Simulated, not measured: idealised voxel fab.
Name of the process module below: voxel trench capacitor
250 nm wide, 5 nm square cells: that's cross-section cut.
Bands, listed from the top down, are how a cross-section gets written in this document; the cross-section itself is a grid of square cells, and a band is one or more rows of them. Basically the band line says how high the top is and how high the bottom is, in nm, and then what's in it from left to right, every material with its width in nm. Empty space shows up as "blank", and if a single material carries "all across" it runs the full band edge to edge. Height reference: 0 = level under which incoming wafer is all one material. Lowest band: no bottom, runs on downward, e.g. "z 0 and below". When a width is written as two numbers, as in "30 to 40", the first number is the width in the top row of cells of the band and the second is the width in its bottom row, and the width changes by the same amount from each row to the next. The designation "all unchanged", where it is given for a processing step, indicates that no cell of the cross-section was altered in the course of that step. Enclosed voids (no open way to top), threshold 8 cells or more, entry "Unvented cavities", notation width x height at distance, distance from left edge, nm. The remark found on a step's line after its settings is issued by the simulator itself and pertains to that step. overlay nm: for a step with a mask, the amount by which the mask lay right of where it was planned; a negative amount means left of it.

[List of planned process steps]
1) RECEIVE [material Si]
2) CONFORMAL_DEP [material SiN] [thk nm 5]
3) DIRECTIONAL_DEP [material aC] [thk nm 10]
4) PATTERN [tone open] [mask id TRENCH] [material resist] [width nm 20] [pitch nm 40] [thk nm 25] [overlay nm 0]
5) DIRECTIONAL_ETCH [etch materials aC] [depth nm 10]
6) STRIP [etch materials resist]
7) DIRECTIONAL_ETCH [etch materials SiN] [depth nm 5]
8) DIRECTIONAL_ETCH [etch materials Si] [depth nm 35]
9) STRIP [etch materials aC]
10) CONFORMAL_DEP [material SiO2] [thk nm 5]
11) FILL_DEP [material polySi] [thk nm 5]
12) CMP [height nm 5]

[Delivered wafer in cross-section: state after step 1]
  z 0 and below | Si all across
  Unvented cavities: none

[first wafer at the end, as planned]
  z 5 to 0 | 75 SiN, then 5 SiO2, then 10 polySi, then 5 SiO2, then 20 SiN, then 5 SiO2, then 10 polySi, then 5 SiO2, then 20 SiN, then 5 SiO2, then 10 polySi, then 5 SiO2, then 75 SiN
  z 0 to -30 | 75 Si, then 5 SiO2, then 10 polySi, then 5 SiO2, then 20 Si, then 5 SiO2, then 10 polySi, then 5 SiO2, then 20 Si, then 5 SiO2, then 10 polySi, then 5 SiO2, then 75 Si
  z -30 to -35 | 75 Si, then 20 SiO2, then 20 Si, then 20 SiO2, then 20 Si, then 20 SiO2, then 75 Si
  z -35 and below | Si all across
  Unvented cavities: none

[Cross-section at end of module for the second wafer of two, which matched the first in starting point and plan and differed by one mistake in its processing]
  z -5 to -30 | 75 Si, then 5 SiO2, then 10 polySi, then 5 SiO2, then 20 Si, then 5 SiO2, then 10 polySi, then 5 SiO2, then 20 Si, then 5 SiO2, then 10 polySi, then 5 SiO2, then 75 Si
  z -30 to -35 | 75 Si, then 20 SiO2, then 20 Si, then 20 SiO2, then 20 Si, then 20 SiO2, then 75 Si
  z -35 and below | Si all across
  Unvented cavities: none
Plan not followed: step 12, actual vs plan mismatch, actual run CMP [height nm -5]
Upon completion, the second wafer contains, in terms of cells, a greater or smaller amount of certain materials than the first wafer: Si -38; SiN -38; SiO2 -12; polySi -12
